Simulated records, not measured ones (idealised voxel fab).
The name of this process module is voxel gate over fins.
Section shown: cut. Width: 230 nm. Cell size: 5 nm, square.
Cross-section spec: square-cell grid; bands listed top down; each band is one or more rows. Per band: top height and bottom height in nm, followed by the left-to-right materials and their widths in nm; "throughout" marks a single material spanning edge to edge, "air" marks empty space. Heights are expressed relative to 0, this being the level below which the as-received wafer comprises one material exclusively. The lowest band is unbounded in the downward direction and is denoted as in "0 and below". With a width like "30 to 40", each row of cells in the band differs from the next by the same amount, the top row carrying the first number and the bottom row the second. Reading "nothing different" for a step: not a cell of the cross-section changed in it. Reported under the label "Enclosed internal voids" are the empty spaces having no open way to the top and comprising 8 cells or more; the notation for each is width x height at distance, in which the distance is measured from the left edge and all three values are in nm. What comes after the settings on a step's line is commentary from the simulator itself on that step. Among the settings permitted on a step's line is "overlay nm"; applied to a step with a mask, it specifies the extent to which the mask lay to the right of its planned position, whereas a negative figure signifies a position to the left.

These are the steps we planned for the process
step 1: RECEIVE: material Si
step 2: CONFORMAL_DEP: material SiN, thk nm 5
step 3: PATTERN: tone cover, mask id FINS, material resist, width nm 15, pitch nm 50, thk nm 20, overlay nm 0
step 4: DIRECTIONAL_ETCH: etch materials SiN, depth nm 5
step 5: DIRECTIONAL_ETCH: etch materials Si, depth nm 40
step 6: STRIP: etch materials resist
step 7: OXIDIZE: depth nm 5
step 8: FILL_DEP: material SiO2, thk nm 10
step 9: CMP: height nm 5
step 10: DIRECTIONAL_DEP: material aC, thk nm 10
step 11: PATTERN: tone open, mask id RAIL, material resist, width nm 15, thk nm 25, overlay nm 0
step 12: DIRECTIONAL_ETCH: etch materials aC, depth nm 10
step 13: STRIP: etch materials resist
step 14: DIRECTIONAL_ETCH: etch materials SiO2, depth nm 40
step 15: STRIP: etch materials aC
step 16: CONFORMAL_DEP: material TiN, thk nm 5
step 17: FILL_DEP: material W, thk nm 10
step 18: CMP: height nm 5
step 19: SELECTIVE_ETCH: etch materials W Ru TiN, depth nm 25
step 20: FILL_DEP: material SiO2, thk nm 5
step 21: CMP: height nm 5
step 22: SELECTIVE_ETCH: etch materials SiO2, depth nm 20
step 23: STRIP: etch materials SiN
step 24: CONFORMAL_DEP: material HfO2, thk nm 5
step 25: CONFORMAL_DEP: material TiN, thk nm 5
step 26: CONFORMAL_DEP: material TiAl, thk nm 5
step 27: CONFORMAL_DEP: material TiN, thk nm 5
step 28: FILL_DEP: material W, thk nm 15
step 29: CMP: height nm 30
step 30: CONFORMAL_DEP: material SiN, thk nm 5
Quick note for whoever runs this: the wafers start identical, but the width nm at step 3 isn't the same across them. The plan just shows what the first wafer had.

After step 1, as received: first of several wafers, cross-section
* 0 and below = Si throughout
* Enclosed internal voids: none

First of several wafers, sectioned at end of module (last step: step 30)
* 35 down to 30 = SiN throughout
* 30 down to 20 = W throughout
* 20 down to 15 = W 65 | TiN 45 | W 5 | TiN 45 | W 70
* 15 down to 10 = W 65 | TiN 5 | TiAl 35 | TiN 5 | W 5 | TiN 5 | TiAl 35 | TiN 5 | W 70
* 10 down to 5 = W 65 | TiN 5 | TiAl 5 | TiN 25 | TiAl 5 | TiN 5 | W 5 | TiN 5 | TiAl 5 | TiN 25 | TiAl 5 | TiN 5 | W 70
* 5 down to 0 = TiN 70 | TiAl 5 | TiN 5 | HfO2 15 | TiN 5 | TiAl 5 | TiN 15 | TiAl 5 | TiN 5 | HfO2 15 | TiN 5 | TiAl 5 | TiN 75
* 0 down to -5 = TiAl 75 | TiN 5 | HfO2 5 | Si 5 | HfO2 5 | TiN 5 | TiAl 25 | TiN 5 | HfO2 5 | Si 5 | HfO2 5 | TiN 5 | TiAl 80
* -5 down to -10 = TiN 80 | HfO2 5 | Si 5 | HfO2 5 | TiN 35 | HfO2 5 | Si 5 | HfO2 5 | TiN 85
* -10 down to -15 = HfO2 85 | Si 5 | HfO2 45 | Si 5 | HfO2 90
* -15 down to -20 = SiO2 85 | Si 5 | SiO2 45 | Si 5 | SiO2 90
* -20 down to -30 = SiO2 85 | Si 5 | SiO2 15 | TiN 5 | W 5 | TiN 5 | SiO2 15 | Si 5 | SiO2 90
* -30 down to -35 = SiO2 85 | Si 5 | SiO2 15 | TiN 15 | SiO2 15 | Si 5 | SiO2 90
* -35 down to -45 = SiO2 85 | Si 5 | SiO2 45 | Si 5 | SiO2 90
* -45 and below = Si throughout
* Enclosed internal voids: none

A cross-section through the last wafer at the close of the module
* 35 down to 30 = SiN throughout
* 30 down to 20 = W throughout
* 20 down to 15 = W 60 | TiN 110 | W 60
* 15 down to 10 = W 60 | TiN 5 | TiAl 100 | TiN 5 | W 60
* 10 down to 5 = W 60 | TiN 5 | TiAl 5 | TiN 40 | TiAl 10 | TiN 40 | TiAl 5 | TiN 5 | W 60
* 5 down to 0 = TiN 65 | TiAl 5 | TiN 5 | HfO2 30 | TiN 5 | TiAl 10 | TiN 5 | HfO2 30 | TiN 5 | TiAl 5 | TiN 65
* 0 down to -5 = TiAl 70 | TiN 5 | HfO2 5 | Si 20 | HfO2 5 | TiN 5 | TiAl 10 | TiN 5 | HfO2 5 | Si 20 | HfO2 5 | TiN 5 | TiAl 70
* -5 down to -10 = TiN 75 | HfO2 5 | Si 20 | HfO2 5 | TiN 20 | HfO2 5 | Si 20 | HfO2 5 | TiN 75
* -10 down to -15 = HfO2 80 | Si 20 | HfO2 30 | Si 20 | HfO2 80
* -15 down to -20 = SiO2 80 | Si 20 | SiO2 30 | Si 20 | SiO2 80
* -20 down to -30 = SiO2 80 | Si 20 | SiO2 5 | TiN 5 | W 5 | TiN 5 | SiO2 10 | Si 20 | SiO2 80
* -30 down to -35 = SiO2 80 | Si 20 | SiO2 5 | TiN 15 | SiO2 10 | Si 20 | SiO2 80
* -35 down to -45 = SiO2 80 | Si 20 | SiO2 30 | Si 20 | SiO2 80
* -45 and below = Si throughout
* Enclosed internal voids: none

For your reference, the table is organized with a row per wafer; each row reflects the wafer at the end of the module, indicating for each material the cells gained (+) or lost (-) since receipt, and thereafter its closed voids
width nm 15 | +58 HfO2 | -396 Si | +46 SiN | +255 SiO2 | +58 TiAl | +123 TiN | +178 W | Enclosed internal voids: none
width nm 20 | +58 HfO2 | -378 Si | +46 SiN | +243 SiO2 | +58 TiAl | +123 TiN | +172 W | Enclosed internal voids: none
width nm 25 | +58 HfO2 | -360 Si | +46 SiN | +231 SiO2 | +58 TiAl | +120 TiN | +169 W | Enclosed internal voids: none
width nm 30 | +58 HfO2 | -342 Si | +46 SiN | +219 SiO2 | +58 TiAl | +117 TiN | +166 W | Enclosed internal voids: none
